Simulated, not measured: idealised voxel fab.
The following is a process module called voxel spacer lines.
This is section cut - it's 225 nm across, gridded in 5 nm square cells.
A cross-section is a grid of square cells, given in bands from the top down. A band is one or more rows of cells.
Quick guide to a band line: top height, bottom height (nm) up front; then every material left to right with its width in nm. Only one material and it's marked "all across"? Then it fills the band edge to edge. And "empty" just means empty space.
Zero point of the height axis is 0; under it, received wafer = one material. Lowest band: continues down indefinitely, "z 0 and below".
The width entry "30->40" should be interpreted row by row: the top row of cells in the band takes the first number, the bottom row takes the second number, and the change between adjacent rows is uniform throughout.
"nothing different" for a step: no cell of the cross-section changed in that step.
"Enclosed voids" specifies each empty space that is not open to the top and that occupies no fewer than 8 cells, using the form width x height at distance, the distance measured from the left edge and all three quantities in nm.
Text after the settings on a step's line: the simulator's own remark on that step.
overlay nm: mask right of planned place by this much (step with mask). Neg. = left.
Note on reading: below, each pair holds a cross-section from before one process step and one from after it; the one from after shows only down to the lowest band that changed. Beneath the pair, the step in between is stated along with its settings. The pairs can stem from different runs of this module on the same starting wafer. Where a pair's entry headed "Geometry before processing" says so, and only there, that pair continues from the pair above it.
## Geometry before processing
- z 0 and below: Si all across
- Enclosed voids: none
## Result of Step
- z 5 to 0: Al2O3 all across
- No changes below 0.
- Enclosed voids: none
The cross-sections above show the structure before and after this step: CONFORMAL_DEP [material Al2O3] [thk nm 5]
Geometry before processing: The prior state of this step coincides with the post-step cross-section of the pair just above.
## Result of Step
- z 25 to 5: polySi all across
- No changes below 5.
- Enclosed voids: none
The cross-sections above show the structure before and after this step: DIRECTIONAL_DEP [material polySi] [thk nm 20]
Geometry before processing: The prior state of this step coincides with the post-step cross-section of the pair just above.
## Result of Step
- z 45 to 25: aC all across
- No changes below 25.
- Enclosed voids: none
The cross-sections above show the structure before and after this step: DIRECTIONAL_DEP [material aC] [thk nm 20]
Geometry before processing: The prior state of this step coincides with the post-step cross-section of the pair just above.
## Result of Step
- z 70 to 45: empty 30 nm; resist 20 nm; empty 50 nm; resist 20 nm; empty 50 nm; resist 20 nm; empty 35 nm
- No changes below 45.
- Enclosed voids: none
The cross-sections above show the structure before and after this step: PATTERN [tone cover] [mask id MANDREL] [material resist] [width nm 20] [pitch nm 70] [thk nm 25] [overlay nm 0]
Geometry before processing: The prior state of this step coincides with the post-step cross-section of the pair just above.
## Result of Step
- z 50 to 45: empty 30 nm; resist 20 nm; empty 50 nm; resist 20 nm; empty 50 nm; resist 20 nm; empty 35 nm
- z 45 to 25: empty 30 nm; aC 20 nm; empty 50 nm; aC 20 nm; empty 50 nm; aC 20 nm; empty 35 nm
- No changes below 25.
- Enclosed voids: none
The cross-sections above show the structure before and after this step: DIRECTIONAL_ETCH [etch materials aC] [depth nm 20]
Geometry before processing: The prior state of this step coincides with the post-step cross-section of the pair just above.
## Result of Step
- z 45 to 25: empty 30 nm; aC 20 nm; empty 50 nm; aC 20 nm; empty 50 nm; aC 20 nm; empty 35 nm
- No changes below 25.
- Enclosed voids: none
The cross-sections above show the structure before and after this step: STRIP [etch materials resist]
Geometry before processing: The prior state of this step coincides with the post-step cross-section of the pair just above.
## Result of Step
- z 60 to 45: empty 15 nm; SiN 50 nm; empty 20 nm; SiN 50 nm; empty 20 nm; SiN 50 nm; empty 20 nm
- z 45 to 40: empty 15 nm; SiN 15 nm; aC 20 nm; SiN 15 nm; empty 20 nm; SiN 15 nm; aC 20 nm; SiN 15 nm; empty 20 nm; SiN 15 nm; aC 20 nm; SiN 15 nm; empty 20 nm
- z 40 to 25: SiN 30 nm; aC 20 nm; SiN 50 nm; aC 20 nm; SiN 50 nm; aC 20 nm; SiN 35 nm
- No changes below 25.
- Enclosed voids: none
The cross-sections above show the structure before and after this step: CONFORMAL_DEP [material SiN] [thk nm 15]
Geometry before processing: The prior state of this step coincides with the post-step cross-section of the pair just above.
## Result of Step
- z 45 to 25: empty 15 nm; SiN 15 nm; aC 20 nm; SiN 15 nm; empty 20 nm; SiN 15 nm; aC 20 nm; SiN 15 nm; empty 20 nm; SiN 15 nm; aC 20 nm; SiN 15 nm; empty 20 nm
- No changes below 25.
- Enclosed voids: none
The cross-sections above show the structure before and after this step: DIRECTIONAL_ETCH [etch materials SiN] [depth nm 15]
Geometry before processing: The prior state of this step coincides with the post-step cross-section of the pair just above.
## Result of Step
- z 45 to 25: empty 15 nm; SiN 15 nm; empty 20 nm; SiN 15 nm; empty 20 nm; SiN 15 nm; empty 20 nm; SiN 15 nm; empty 20 nm; SiN 15 nm; empty 20 nm; SiN 15 nm; empty 20 nm
- No changes below 25.
- Enclosed voids: none
The cross-sections above show the structure before and after this step: STRIP [etch materials aC]
Geometry before processing: The prior state of this step coincides with the post-step cross-section of the pair just above.
## Result of Step
- z 45 to 25: empty 15 nm; SiN 15 nm; empty 20 nm; SiN 15 nm; empty 20 nm; SiN 15 nm; empty 20 nm; SiN 15 nm; empty 20 nm; SiN 15 nm; empty 20 nm; SiN 15 nm; empty 20 nm
- z 25 to 5: empty 15 nm; polySi 15 nm; empty 20 nm; polySi 15 nm; empty 20 nm; polySi 15 nm; empty 20 nm; polySi 15 nm; empty 20 nm; polySi 15 nm; empty 20 nm; polySi 15 nm; empty 20 nm
- No changes below 5.
- Enclosed voids: none
The cross-sections above show the structure before and after this step: DIRECTIONAL_ETCH [etch materials polySi] [depth nm 20]
Geometry before processing: The prior state of this step coincides with the post-step cross-section of the pair just above.
## Result of Step
- z 25 to 5: empty 15 nm; polySi 15 nm; empty 20 nm; polySi 15 nm; empty 20 nm; polySi 15 nm; empty 20 nm; polySi 15 nm; empty 20 nm; polySi 15 nm; empty 20 nm; polySi 15 nm; empty 20 nm
- No changes below 5.
- Enclosed voids: none
The cross-sections above show the structure before and after this step: STRIP [etch materials SiN]
## Geometry before processing
- z 0 and below: Si all across
- Enclosed voids: none
## Result of Step
- z 20 to 0: polySi all across
- No changes below 0.
- Enclosed voids: none
The cross-sections above show the structure before and after this step: DIRECTIONAL_DEP [material polySi] [thk nm 20]
Geometry before processing: The prior state of this step coincides with the post-step cross-section of the pair just above.
## Result of Step
- z 40 to 20: aC all across
- No changes below 20.
- Enclosed voids: none
The cross-sections above show the structure before and after this step: DIRECTIONAL_DEP [material aC] [thk nm 20]
Geometry before processing: The prior state of this step coincides with the post-step cross-section of the pair just above.
## Result of Step
- z 65 to 40: empty 30 nm; resist 20 nm; empty 50 nm; resist 20 nm; empty 50 nm; resist 20 nm; empty 35 nm
- No changes below 40.
- Enclosed voids: none
The cross-sections above show the structure before and after this step: PATTERN [tone cover] [mask id MANDREL] [material resist] [width nm 20] [pitch nm 70] [thk nm 25] [overlay nm 0]
Geometry before processing: The prior state of this step coincides with the post-step cross-section of the pair just above.
## Result of Step
- z 45 to 40: empty 30 nm; resist 20 nm; empty 50 nm; resist 20 nm; empty 50 nm; resist 20 nm; empty 35 nm
- z 40 to 20: empty 30 nm; aC 20 nm; empty 50 nm; aC 20 nm; empty 50 nm; aC 20 nm; empty 35 nm
- No changes below 20.
- Enclosed voids: none
The cross-sections above show the structure before and after this step: DIRECTIONAL_ETCH [etch materials aC] [depth nm 20]
Geometry before processing: The prior state of this step coincides with the post-step cross-section of the pair just above.
## Result of Step
- z 40 to 20: empty 30 nm; aC 20 nm; empty 50 nm; aC 20 nm; empty 50 nm; aC 20 nm; empty 35 nm
- No changes below 20.
- Enclosed voids: none
The cross-sections above show the structure before and after this step: STRIP [etch materials resist]
Geometry before processing: The prior state of this step coincides with the post-step cross-section of the pair just above.
## Result of Step
- z 55 to 40: empty 15 nm; SiN 50 nm; empty 20 nm; SiN 50 nm; empty 20 nm; SiN 50 nm; empty 20 nm
- z 40 to 35: empty 15 nm; SiN 15 nm; aC 20 nm; SiN 15 nm; empty 20 nm; SiN 15 nm; aC 20 nm; SiN 15 nm; empty 20 nm; SiN 15 nm; aC 20 nm; SiN 15 nm; empty 20 nm
- z 35 to 20: SiN 30 nm; aC 20 nm; SiN 50 nm; aC 20 nm; SiN 50 nm; aC 20 nm; SiN 35 nm
- No changes below 20.
- Enclosed voids: none
The cross-sections above show the structure before and after this step: CONFORMAL_DEP [material SiN] [thk nm 15]
Geometry before processing: The prior state of this step coincides with the post-step cross-section of the pair just above.
## Result of Step
- z 40 to 20: empty 15 nm; SiN 15 nm; aC 20 nm; SiN 15 nm; empty 20 nm; SiN 15 nm; aC 20 nm; SiN 15 nm; empty 20 nm; SiN 15 nm; aC 20 nm; SiN 15 nm; empty 20 nm
- No changes below 20.
- Enclosed voids: none
The cross-sections above show the structure before and after this step: DIRECTIONAL_ETCH [etch materials SiN] [depth nm 15]
Geometry before processing: The prior state of this step coincides with the post-step cross-section of the pair just above.
## Result of Step
- z 40 to 20: empty 15 nm; SiN 15 nm; empty 20 nm; SiN 15 nm; empty 20 nm; SiN 15 nm; empty 20 nm; SiN 15 nm; empty 20 nm; SiN 15 nm; empty 20 nm; SiN 15 nm; empty 20 nm
- No changes below 20.
- Enclosed voids: none
The cross-sections above show the structure before and after this step: STRIP [etch materials aC]
Geometry before processing: The prior state of this step coincides with the post-step cross-section of the pair just above.
## Result of Step
- z 40 to 20: empty 15 nm; SiN 15 nm; empty 20 nm; SiN 15 nm; empty 20 nm; SiN 15 nm; empty 20 nm; SiN 15 nm; empty 20 nm; SiN 15 nm; empty 20 nm; SiN 15 nm; empty 20 nm
- z 20 to 0: empty 15 nm; polySi 15 nm; empty 20 nm; polySi 15 nm; empty 20 nm; polySi 15 nm; empty 20 nm; polySi 15 nm; empty 20 nm; polySi 15 nm; empty 20 nm; polySi 15 nm; empty 20 nm
- No changes below 0.
- Enclosed voids: none
The cross-sections above show the structure before and after this step: DIRECTIONAL_ETCH [etch materials polySi] [depth nm 20]
Geometry before processing: The prior state of this step coincides with the post-step cross-section of the pair just above.
## Result of Step
- z 20 to 0: empty 15 nm; polySi 15 nm; empty 20 nm; polySi 15 nm; empty 20 nm; polySi 15 nm; empty 20 nm; polySi 15 nm; empty 20 nm; polySi 15 nm; empty 20 nm; polySi 15 nm; empty 20 nm
- No changes below 0.
- Enclosed voids: none
The cross-sections above show the structure before and after this step: STRIP [etch materials SiN]
## Geometry before processing
- z 25 to 5: polySi all across
- z 5 to 0: Al2O3 all across
- z 0 and below: Si all across
- Enclosed voids: none
## Result of Step
- z 45 to 5: polySi all across
- No changes below 5.
- Enclosed voids: none
The cross-sections above show the structure before and after this step: DIRECTIONAL_DEP [material polySi] [thk nm 20]
Geometry before processing: The prior state of this step coincides with the post-step cross-section of the pair just above.
## Result of Step
- z 65 to 45: aC all across
- No changes below 45.
- Enclosed voids: none
The cross-sections above show the structure before and after this step: DIRECTIONAL_DEP [material aC] [thk nm 20]
Geometry before processing: The prior state of this step coincides with the post-step cross-section of the pair just above.
## Result of Step
- z 90 to 65: empty 30 nm; resist 20 nm; empty 50 nm; resist 20 nm; empty 50 nm; resist 20 nm; empty 35 nm
- No changes below 65.
- Enclosed voids: none
The cross-sections above show the structure before and after this step: PATTERN [tone cover] [mask id MANDREL] [material resist] [width nm 20] [pitch nm 70] [thk nm 25] [overlay nm 0]
Geometry before processing: The prior state of this step coincides with the post-step cross-section of the pair just above.
## Result of Step
- z 70 to 65: empty 30 nm; resist 20 nm; empty 50 nm; resist 20 nm; empty 50 nm; resist 20 nm; empty 35 nm
- z 65 to 45: empty 30 nm; aC 20 nm; empty 50 nm; aC 20 nm; empty 50 nm; aC 20 nm; empty 35 nm
- No changes below 45.
- Enclosed voids: none
The cross-sections above show the structure before and after this step: DIRECTIONAL_ETCH [etch materials aC] [depth nm 20]
Geometry before processing: The prior state of this step coincides with the post-step cross-section of the pair just above.
## Result of Step
- z 65 to 45: empty 30 nm; aC 20 nm; empty 50 nm; aC 20 nm; empty 50 nm; aC 20 nm; empty 35 nm
- No changes below 45.
- Enclosed voids: none
The cross-sections above show the structure before and after this step: STRIP [etch materials resist]
Geometry before processing: The prior state of this step coincides with the post-step cross-section of the pair just above.
## Result of Step
- z 80 to 65: empty 15 nm; SiN 50 nm; empty 20 nm; SiN 50 nm; empty 20 nm; SiN 50 nm; empty 20 nm
- z 65 to 60: empty 15 nm; SiN 15 nm; aC 20 nm; SiN 15 nm; empty 20 nm; SiN 15 nm; aC 20 nm; SiN 15 nm; empty 20 nm; SiN 15 nm; aC 20 nm; SiN 15 nm; empty 20 nm
- z 60 to 45: SiN 30 nm; aC 20 nm; SiN 50 nm; aC 20 nm; SiN 50 nm; aC 20 nm; SiN 35 nm
- No changes below 45.
- Enclosed voids: none
The cross-sections above show the structure before and after this step: CONFORMAL_DEP [material SiN] [thk nm 15]
Geometry before processing: The prior state of this step coincides with the post-step cross-section of the pair just above.
## Result of Step
- z 65 to 45: empty 15 nm; SiN 15 nm; aC 20 nm; SiN 15 nm; empty 20 nm; SiN 15 nm; aC 20 nm; SiN 15 nm; empty 20 nm; SiN 15 nm; aC 20 nm; SiN 15 nm; empty 20 nm
- No changes below 45.
- Enclosed voids: none
The cross-sections above show the structure before and after this step: DIRECTIONAL_ETCH [etch materials SiN] [depth nm 15]
Geometry before processing: The prior state of this step coincides with the post-step cross-section of the pair just above.
## Result of Step
- z 65 to 45: empty 15 nm; SiN 15 nm; empty 20 nm; SiN 15 nm; empty 20 nm; SiN 15 nm; empty 20 nm; SiN 15 nm; empty 20 nm; SiN 15 nm; empty 20 nm; SiN 15 nm; empty 20 nm
- No changes below 45.
- Enclosed voids: none
The cross-sections above show the structure before and after this step: STRIP [etch materials aC]
Geometry before processing: The prior state of this step coincides with the post-step cross-section of the pair just above.
## Result of Step
- z 65 to 45: empty 15 nm; SiN 15 nm; empty 20 nm; SiN 15 nm; empty 20 nm; SiN 15 nm; empty 20 nm; SiN 15 nm; empty 20 nm; SiN 15 nm; empty 20 nm; SiN 15 nm; empty 20 nm
- z 45 to 25: empty 15 nm; polySi 15 nm; empty 20 nm; polySi 15 nm; empty 20 nm; polySi 15 nm; empty 20 nm; polySi 15 nm; empty 20 nm; polySi 15 nm; empty 20 nm; polySi 15 nm; empty 20 nm
- No changes below 25.
- Enclosed voids: none
The cross-sections above show the structure before and after this step: DIRECTIONAL_ETCH [etch materials polySi] [depth nm 20]
Geometry before processing: The prior state of this step coincides with the post-step cross-section of the pair just above.
## Result of Step
- z 45 to 25: empty 15 nm; polySi 15 nm; empty 20 nm; polySi 15 nm; empty 20 nm; polySi 15 nm; empty 20 nm; polySi 15 nm; empty 20 nm; polySi 15 nm; empty 20 nm; polySi 15 nm; empty 20 nm
- No changes below 25.
- Enclosed voids: none
The cross-sections above show the structure before and after this step: STRIP [etch materials SiN]
## Geometry before processing
- z 5 to 0: Al2O3 all across
- z 0 and below: Si all across
- Enclosed voids: none
## Result of Step
- z 25 to 5: aC all across
- No changes below 5.
- Enclosed voids: none
The cross-sections above show the structure before and after this step: DIRECTIONAL_DEP [material aC] [thk nm 20]
Geometry before processing: The prior state of this step coincides with the post-step cross-section of the pair just above.
## Result of Step
- z 45 to 25: polySi all across
- No changes below 25.
- Enclosed voids: none
The cross-sections above show the structure before and after this step: DIRECTIONAL_DEP [material polySi] [thk nm 20]
Geometry before processing: The prior state of this step coincides with the post-step cross-section of the pair just above.
## Result of Step
- z 70 to 45: empty 30 nm; resist 20 nm; empty 50 nm; resist 20 nm; empty 50 nm; resist 20 nm; empty 35 nm
- No changes below 45.
- Enclosed voids: none
The cross-sections above show the structure before and after this step: PATTERN [tone cover] [mask id MANDREL] [material resist] [width nm 20] [pitch nm 70] [thk nm 25] [overlay nm 0]
Geometry before processing: The prior state of this step coincides with the post-step cross-section of the pair just above.
## Result of Step
- z 50 to 45: empty 30 nm; resist 20 nm; empty 50 nm; resist 20 nm; empty 50 nm; resist 20 nm; empty 35 nm
- No changes below 45.
- Enclosed voids: none
The cross-sections above show the structure before and after this step: DIRECTIONAL_ETCH [etch materials aC] [depth nm 20]
Geometry before processing: The prior state of this step coincides with the post-step cross-section of the pair just above.
## Result of Step
- z 45 to 25: polySi all across
- No changes below 25.
- Enclosed voids: none
The cross-sections above show the structure before and after this step: STRIP [etch materials resist]
Geometry before processing: The prior state of this step coincides with the post-step cross-section of the pair just above.
## Result of Step
- z 60 to 45: SiN all across
- No changes below 45.
- Enclosed voids: none
The cross-sections above show the structure before and after this step: CONFORMAL_DEP [material SiN] [thk nm 15]
Geometry before processing: The prior state of this step coincides with the post-step cross-section of the pair just above.
## Result of Step
- z 45 to 25: polySi all across
- No changes below 25.
- Enclosed voids: none
The cross-sections above show the structure before and after this step: DIRECTIONAL_ETCH [etch materials SiN] [depth nm 15]
Geometry before processing: The prior state of this step coincides with the post-step cross-section of the pair just above.
## Result of Step
- z 25 to 5: aC all across
- No changes below 5.
- Enclosed voids: none
The cross-sections above show the structure before and after this step: DIRECTIONAL_ETCH [etch materials polySi] [depth nm 20]
## Geometry before processing
- z 5 to 0: Al2O3 all across
- z 0 and below: Si all across
- Enclosed voids: none
## Result of Step
- z 15 to 5: polySi all across
- No changes below 5.
- Enclosed voids: none
The cross-sections above show the structure before and after this step: DIRECTIONAL_DEP [material polySi] [thk nm 10]
Geometry before processing: The prior state of this step coincides with the post-step cross-section of the pair just above.
## Result of Step
- z 35 to 15: aC all across
- No changes below 15.
- Enclosed voids: none
The cross-sections above show the structure before and after this step: DIRECTIONAL_DEP [material aC] [thk nm 20]
Geometry before processing: The prior state of this step coincides with the post-step cross-section of the pair just above.
## Result of Step
- z 60 to 35: empty 30 nm; resist 20 nm; empty 50 nm; resist 20 nm; empty 50 nm; resist 20 nm; empty 35 nm
- No changes below 35.
- Enclosed voids: none
The cross-sections above show the structure before and after this step: PATTERN [tone cover] [mask id MANDREL] [material resist] [width nm 20] [pitch nm 70] [thk nm 25] [overlay nm 0]
Geometry before processing: The prior state of this step coincides with the post-step cross-section of the pair just above.
## Result of Step
- z 40 to 35: empty 30 nm; resist 20 nm; empty 50 nm; resist 20 nm; empty 50 nm; resist 20 nm; empty 35 nm
- z 35 to 15: empty 30 nm; aC 20 nm; empty 50 nm; aC 20 nm; empty 50 nm; aC 20 nm; empty 35 nm
- No changes below 15.
- Enclosed voids: none
The cross-sections above show the structure before and after this step: DIRECTIONAL_ETCH [etch materials aC] [depth nm 20]
Geometry before processing: The prior state of this step coincides with the post-step cross-section of the pair just above.
## Result of Step
- z 35 to 15: empty 30 nm; aC 20 nm; empty 50 nm; aC 20 nm; empty 50 nm; aC 20 nm; empty 35 nm
- No changes below 15.
- Enclosed voids: none
The cross-sections above show the structure before and after this step: STRIP [etch materials resist]
Geometry before processing: The prior state of this step coincides with the post-step cross-section of the pair just above.
## Result of Step
- z 50 to 35: empty 15 nm; SiN 50 nm; empty 20 nm; SiN 50 nm; empty 20 nm; SiN 50 nm; empty 20 nm
- z 35 to 30: empty 15 nm; SiN 15 nm; aC 20 nm; SiN 15 nm; empty 20 nm; SiN 15 nm; aC 20 nm; SiN 15 nm; empty 20 nm; SiN 15 nm; aC 20 nm; SiN 15 nm; empty 20 nm
- z 30 to 15: SiN 30 nm; aC 20 nm; SiN 50 nm; aC 20 nm; SiN 50 nm; aC 20 nm; SiN 35 nm
- No changes below 15.
- Enclosed voids: none
The cross-sections above show the structure before and after this step: CONFORMAL_DEP [material SiN] [thk nm 15]
Geometry before processing: The prior state of this step coincides with the post-step cross-section of the pair just above.
## Result of Step
- z 35 to 15: empty 15 nm; SiN 15 nm; aC 20 nm; SiN 15 nm; empty 20 nm; SiN 15 nm; aC 20 nm; SiN 15 nm; empty 20 nm; SiN 15 nm; aC 20 nm; SiN 15 nm; empty 20 nm
- No changes below 15.
- Enclosed voids: none
The cross-sections above show the structure before and after this step: DIRECTIONAL_ETCH [etch materials SiN] [depth nm 15]
Geometry before processing: The prior state of this step coincides with the post-step cross-section of the pair just above.
## Result of Step
- z 35 to 15: empty 15 nm; SiN 15 nm; empty 20 nm; SiN 15 nm; empty 20 nm; SiN 15 nm; empty 20 nm; SiN 15 nm; empty 20 nm; SiN 15 nm; empty 20 nm; SiN 15 nm; empty 20 nm
- No changes below 15.
- Enclosed voids: none
The cross-sections above show the structure before and after this step: STRIP [etch materials aC]
Geometry before processing: The prior state of this step coincides with the post-step cross-section of the pair just above.
## Result of Step
- z 35 to 15: empty 15 nm; SiN 15 nm; empty 20 nm; SiN 15 nm; empty 20 nm; SiN 15 nm; empty 20 nm; SiN 15 nm; empty 20 nm; SiN 15 nm; empty 20 nm; SiN 15 nm; empty 20 nm
- z 15 to 5: empty 15 nm; polySi 15 nm; empty 20 nm; polySi 15 nm; empty 20 nm; polySi 15 nm; empty 20 nm; polySi 15 nm; empty 20 nm; polySi 15 nm; empty 20 nm; polySi 15 nm; empty 20 nm
- No changes below 5.
- Enclosed voids: none
The cross-sections above show the structure before and after this step: DIRECTIONAL_ETCH [etch materials polySi] [depth nm 20]
Geometry before processing: The prior state of this step coincides with the post-step cross-section of the pair just above.
## Result of Step
- z 15 to 5: empty 15 nm; polySi 15 nm; empty 20 nm; polySi 15 nm; empty 20 nm; polySi 15 nm; empty 20 nm; polySi 15 nm; empty 20 nm; polySi 15 nm; empty 20 nm; polySi 15 nm; empty 20 nm
- No changes below 5.
- Enclosed voids: none
The cross-sections above show the structure before and after this step: STRIP [etch materials SiN]
## Geometry before processing
- z 45 to 25: aC all across
- z 25 to 5: polySi all across
- z 5 to 0: Al2O3 all across
- z 0 and below: Si all across
- Enclosed voids: none
## Result of Step
- z 70 to 45: empty 35 nm; resist 15 nm; empty 55 nm; resist 15 nm; empty 55 nm; resist 15 nm; empty 35 nm
- No changes below 45.
- Enclosed voids: none
The cross-sections above show the structure before and after this step: PATTERN [tone cover] [mask id MANDREL] [material resist] [width nm 15] [pitch nm 70] [thk nm 25] [overlay nm 0]
Geometry before processing: The prior state of this step coincides with the post-step cross-section of the pair just above.
## Result of Step
- z 50 to 45: empty 35 nm; resist 15 nm; empty 55 nm; resist 15 nm; empty 55 nm; resist 15 nm; empty 35 nm
- z 45 to 25: empty 35 nm; aC 15 nm; empty 55 nm; aC 15 nm; empty 55 nm; aC 15 nm; empty 35 nm
- No changes below 25.
- Enclosed voids: none
The cross-sections above show the structure before and after this step: DIRECTIONAL_ETCH [etch materials aC] [depth nm 20]
Geometry before processing: The prior state of this step coincides with the post-step cross-section of the pair just above.
## Result of Step
- z 45 to 25: empty 35 nm; aC 15 nm; empty 55 nm; aC 15 nm; empty 55 nm; aC 15 nm; empty 35 nm
- No changes below 25.
- Enclosed voids: none
The cross-sections above show the structure before and after this step: STRIP [etch materials resist]
Geometry before processing: The prior state of this step coincides with the post-step cross-section of the pair just above.
## Result of Step
- z 60 to 45: empty 20 nm; SiN 45 nm; empty 25 nm; SiN 45 nm; empty 25 nm; SiN 45 nm; empty 20 nm
- z 45 to 40: empty 20 nm; SiN 15 nm; aC 15 nm; SiN 15 nm; empty 25 nm; SiN 15 nm; aC 15 nm; SiN 15 nm; empty 25 nm; SiN 15 nm; aC 15 nm; SiN 15 nm; empty 20 nm
- z 40 to 25: SiN 35 nm; aC 15 nm; SiN 55 nm; aC 15 nm; SiN 55 nm; aC 15 nm; SiN 35 nm
- No changes below 25.
- Enclosed voids: none
The cross-sections above show the structure before and after this step: CONFORMAL_DEP [material SiN] [thk nm 15]
Geometry before processing: The prior state of this step coincides with the post-step cross-section of the pair just above.
## Result of Step
- z 45 to 25: empty 20 nm; SiN 15 nm; aC 15 nm; SiN 15 nm; empty 25 nm; SiN 15 nm; aC 15 nm; SiN 15 nm; empty 25 nm; SiN 15 nm; aC 15 nm; SiN 15 nm; empty 20 nm
- No changes below 25.
- Enclosed voids: none
The cross-sections above show the structure before and after this step: DIRECTIONAL_ETCH [etch materials SiN] [depth nm 15]
Geometry before processing: The prior state of this step coincides with the post-step cross-section of the pair just above.
## Result of Step
- z 45 to 25: empty 20 nm; SiN 15 nm; empty 15 nm; SiN 15 nm; empty 25 nm; SiN 15 nm; empty 15 nm; SiN 15 nm; empty 25 nm; SiN 15 nm; empty 15 nm; SiN 15 nm; empty 20 nm
- No changes below 25.
- Enclosed voids: none
The cross-sections above show the structure before and after this step: STRIP [etch materials aC]
Geometry before processing: The prior state of this step coincides with the post-step cross-section of the pair just above.
## Result of Step
- z 45 to 25: empty 20 nm; SiN 15 nm; empty 15 nm; SiN 15 nm; empty 25 nm; SiN 15 nm; empty 15 nm; SiN 15 nm; empty 25 nm; SiN 15 nm; empty 15 nm; SiN 15 nm; empty 20 nm
- z 25 to 5: empty 20 nm; polySi 15 nm; empty 15 nm; polySi 15 nm; empty 25 nm; polySi 15 nm; empty 15 nm; polySi 15 nm; empty 25 nm; polySi 15 nm; empty 15 nm; polySi 15 nm; empty 20 nm
- No changes below 5.
- Enclosed voids: none
The cross-sections above show the structure before and after this step: DIRECTIONAL_ETCH [etch materials polySi] [depth nm 20]
Geometry before processing: The prior state of this step coincides with the post-step cross-section of the pair just above.
## Result of Step
- z 25 to 5: empty 20 nm; polySi 15 nm; empty 15 nm; polySi 15 nm; empty 25 nm; polySi 15 nm; empty 15 nm; polySi 15 nm; empty 25 nm; polySi 15 nm; empty 15 nm; polySi 15 nm; empty 20 nm
- No changes below 5.
- Enclosed voids: none
The cross-sections above show the structure before and after this step: STRIP [etch materials SiN]
## Geometry before processing
- z 45 to 25: aC all across
- z 25 to 5: polySi all across
- z 5 to 0: Al2O3 all across
- z 0 and below: Si all across
- Enclosed voids: none
## Result of Step
- z 70 to 45: empty 20 nm; resist 20 nm; empty 50 nm; resist 20 nm; empty 50 nm; resist 20 nm; empty 45 nm
- No changes below 45.
- Enclosed voids: none
The cross-sections above show the structure before and after this step: PATTERN [tone cover] [mask id MANDREL] [material resist] [width nm 20] [pitch nm 70] [thk nm 25] [overlay nm -10]
Geometry before processing: The prior state of this step coincides with the post-step cross-section of the pair just above.
## Result of Step
- z 50 to 45: empty 20 nm; resist 20 nm; empty 50 nm; resist 20 nm; empty 50 nm; resist 20 nm; empty 45 nm
- z 45 to 25: empty 20 nm; aC 20 nm; empty 50 nm; aC 20 nm; empty 50 nm; aC 20 nm; empty 45 nm
- No changes below 25.
- Enclosed voids: none
The cross-sections above show the structure before and after this step: DIRECTIONAL_ETCH [etch materials aC] [depth nm 20]
Geometry before processing: The prior state of this step coincides with the post-step cross-section of the pair just above.
## Result of Step
- z 45 to 25: empty 20 nm; aC 20 nm; empty 50 nm; aC 20 nm; empty 50 nm; aC 20 nm; empty 45 nm
- No changes below 25.
- Enclosed voids: none
The cross-sections above show the structure before and after this step: STRIP [etch materials resist]
Geometry before processing: The prior state of this step coincides with the post-step cross-section of the pair just above.
## Result of Step
- z 60 to 45: empty 5 nm; SiN 50 nm; empty 20 nm; SiN 50 nm; empty 20 nm; SiN 50 nm; empty 30 nm
- z 45 to 40: empty 5 nm; SiN 15 nm; aC 20 nm; SiN 15 nm; empty 20 nm; SiN 15 nm; aC 20 nm; SiN 15 nm; empty 20 nm; SiN 15 nm; aC 20 nm; SiN 15 nm; empty 30 nm
- z 40 to 25: SiN 20 nm; aC 20 nm; SiN 50 nm; aC 20 nm; SiN 50 nm; aC 20 nm; SiN 45 nm
- No changes below 25.
- Enclosed voids: none
The cross-sections above show the structure before and after this step: CONFORMAL_DEP [material SiN] [thk nm 15]
Geometry before processing: The prior state of this step coincides with the post-step cross-section of the pair just above.
## Result of Step
- z 45 to 25: empty 5 nm; SiN 15 nm; aC 20 nm; SiN 15 nm; empty 20 nm; SiN 15 nm; aC 20 nm; SiN 15 nm; empty 20 nm; SiN 15 nm; aC 20 nm; SiN 15 nm; empty 30 nm
- No changes below 25.
- Enclosed voids: none
The cross-sections above show the structure before and after this step: DIRECTIONAL_ETCH [etch materials SiN] [depth nm 15]
Geometry before processing: The prior state of this step coincides with the post-step cross-section of the pair just above.
## Result of Step
- z 45 to 25: empty 5 nm; SiN 15 nm; empty 20 nm; SiN 15 nm; empty 20 nm; SiN 15 nm; empty 20 nm; SiN 15 nm; empty 20 nm; SiN 15 nm; empty 20 nm; SiN 15 nm; empty 30 nm
- No changes below 25.
- Enclosed voids: none
The cross-sections above show the structure before and after this step: STRIP [etch materials aC]
Geometry before processing: The prior state of this step coincides with the post-step cross-section of the pair just above.
## Result of Step
- z 45 to 25: empty 5 nm; SiN 15 nm; empty 20 nm; SiN 15 nm; empty 20 nm; SiN 15 nm; empty 20 nm; SiN 15 nm; empty 20 nm; SiN 15 nm; empty 20 nm; SiN 15 nm; empty 30 nm
- z 25 to 5: empty 5 nm; polySi 15 nm; empty 20 nm; polySi 15 nm; empty 20 nm; polySi 15 nm; empty 20 nm; polySi 15 nm; empty 20 nm; polySi 15 nm; empty 20 nm; polySi 15 nm; empty 30 nm
- No changes below 5.
- Enclosed voids: none
The cross-sections above show the structure before and after this step: DIRECTIONAL_ETCH [etch materials polySi] [depth nm 20]
Geometry before processing: The prior state of this step coincides with the post-step cross-section of the pair just above.
## Result of Step
- z 25 to 5: empty 5 nm; polySi 15 nm; empty 20 nm; polySi 15 nm; empty 20 nm; polySi 15 nm; empty 20 nm; polySi 15 nm; empty 20 nm; polySi 15 nm; empty 20 nm; polySi 15 nm; empty 30 nm
- No changes below 5.
- Enclosed voids: none
The cross-sections above show the structure before and after this step: STRIP [etch materials SiN]
## Geometry before processing
- z 45 to 25: empty 30 nm; aC 20 nm; empty 50 nm; aC 20 nm; empty 50 nm; aC 20 nm; empty 35 nm
- z 25 to 5: polySi all across
- z 5 to 0: Al2O3 all across
- z 0 and below: Si all across
- Enclosed voids: none
## Result of Step
- z 60 to 45: empty 15 nm; polySi 50 nm; empty 20 nm; polySi 50 nm; empty 20 nm; polySi 50 nm; empty 20 nm
- z 45 to 40: empty 15 nm; polySi 15 nm; aC 20 nm; polySi 15 nm; empty 20 nm; polySi 15 nm; aC 20 nm; polySi 15 nm; empty 20 nm; polySi 15 nm; aC 20 nm; polySi 15 nm; empty 20 nm
- z 40 to 25: polySi 30 nm; aC 20 nm; polySi 50 nm; aC 20 nm; polySi 50 nm; aC 20 nm; polySi 35 nm
- No changes below 25.
- Enclosed voids: none
The cross-sections above show the structure before and after this step: CONFORMAL_DEP [material polySi] [thk nm 15]
